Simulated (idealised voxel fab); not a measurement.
The following is a process module called voxel capacitor over wiring.
Displayed cross-section: cut, width of 195 nm, square cells sized 5 nm.
Heads up, the way a cross-section reads in here is a grid of square cells, handed over as bands from the top down, with every band being one or more rows of cells.
Quick guide to a band line: top height, bottom height (nm) up front; then every material left to right with its width in nm. Only one material and it's marked "full width"? Then it fills the band edge to edge. And "air" just means empty space.
Ref level 0: as-received wafer is one material below here. Bottom band extends down with no lower bound ("from 0 down").
The expression "30->40" gives the width at the extremes of the band, the first number at its top row of cells and the second at its bottom row, with the width changing by equal amounts from each row to the next in between.
Given "no alterations made" for a step, no cell of the cross-section differs between before and after that step.
Basically, "Sealed internal voids" tells you about the enclosed voids: empty spaces with no open way to the top, 8 cells or bigger, each written width x height at distance, where distance is from the left edge, all in nm.
If you see something after the settings on a step's line, that's the simulator's own remark about that step.
overlay nm, on a step with a mask: how far to the right of its planned place the mask lay; to the left if negative
**The following list gives the planned process steps**
1. RECEIVE, material Si
2. CONFORMAL_DEP, material SiO2, thk nm 10
3. CONFORMAL_DEP, material SiCN, thk nm 5
4. DIRECTIONAL_DEP, material lowk, thk nm 15
5. PATTERN, tone open, mask id METAL_1, material resist, width nm 25, pitch nm 80, thk nm 15, overlay nm 0
6. DIRECTIONAL_ETCH, etch materials lowk, depth nm 15
7. DIRECTIONAL_ETCH, etch materials SiCN, depth nm 5
8. STRIP, etch materials resist
9. CONFORMAL_DEP, material TiN, thk nm 5
10. FILL_DEP, material Cu, thk nm 10
11. CMP, height nm 30
12. EPI, material Ru, thk nm 5
13. FILL_DEP, material SiCN, thk nm 5
14. DIRECTIONAL_DEP, material lowk, thk nm 10
15. MASKED_ETCH, tone open, mask id PLUG_1, width nm 15, etch materials lowk, depth nm 10, overlay nm 0
16. MASKED_ETCH, tone open, mask id PLUG_1, width nm 15, etch materials SiCN, depth nm 5, overlay nm 0
17. EPI, material Ru, thk nm 10
18. EPI, material Ru, thk nm 5
19. DIRECTIONAL_DEP, material TiN, thk nm 10
20. DIRECTIONAL_DEP, material SiN, thk nm 5
21. DIRECTIONAL_DEP, material TiN, thk nm 10
22. DIRECTIONAL_DEP, material aC, thk nm 10
23. PATTERN, tone cover, mask id UPPER_PLATE, material resist, width nm 60, thk nm 30, overlay nm 0
24. DIRECTIONAL_ETCH, etch materials aC, depth nm 10
25. STRIP, etch materials resist
26. DIRECTIONAL_ETCH, etch materials TiN, depth nm 10
27. DIRECTIONAL_ETCH, etch materials SiN, depth nm 5
28. STRIP, etch materials aC
29. MASKED_ETCH, tone cover, mask id LOWER_PLATE, width nm 70, etch materials TiN, depth nm 10, overlay nm 0
30. FILL_DEP, material SiO2, thk nm 15
31. CMP, height nm 85
32. PATTERN, tone open, mask id PLUG_2, material resist, width nm 15, thk nm 20, overlay nm 0
33. DIRECTIONAL_ETCH, etch materials SiO2, depth nm 10
34. STRIP, etch materials resist
35. CONFORMAL_DEP, material TiN, thk nm 5
36. FILL_DEP, material Cu, thk nm 5
37. CMP, height nm 85
38. CONFORMAL_DEP, material SiCN, thk nm 5
**Wafer cross-section on receipt, i.e. after step 1**
- from 0 down: Si full width
- Sealed internal voids: none
**Starting structure and process plan are as shown above, but one mistake was made in running the module; the wafer cross-section at the end of the module follows**
- from 90 to 85: SiCN full width
- from 85 to 80: SiO2 65; TiN 5; Cu 5; TiN 5; SiO2 115
- from 80 to 75: SiO2 65; TiN 15; SiO2 115
- from 75 to 65: SiO2 55; TiN 60; SiO2 80
- from 65 to 60: SiO2 55; SiN 60; SiO2 80
- from 60 to 50: SiO2 50; TiN 70; SiO2 75
- from 50 to 40: lowk 55; Ru 15; lowk 125
- from 40 to 35: SiCN 55; Ru 15; SiCN 125
- from 35 to 30: SiCN 45; Ru 35; SiCN 45; Ru 35; SiCN 35
- from 30 to 15: lowk 50; TiN 5; Cu 15; TiN 5; lowk 55; TiN 5; Cu 15; TiN 5; lowk 40
- from 15 to 10: SiCN 50; TiN 25; SiCN 55; TiN 25; SiCN 40
- from 10 to 0: SiO2 full width
- from 0 down: Si full width
- Sealed internal voids: none
So what did we get wrong on this run? step 5 off recipe, ran as PATTERN, tone open, mask id METAL_1, material resist, width nm 25, pitch nm 80, thk nm 15, overlay nm 5
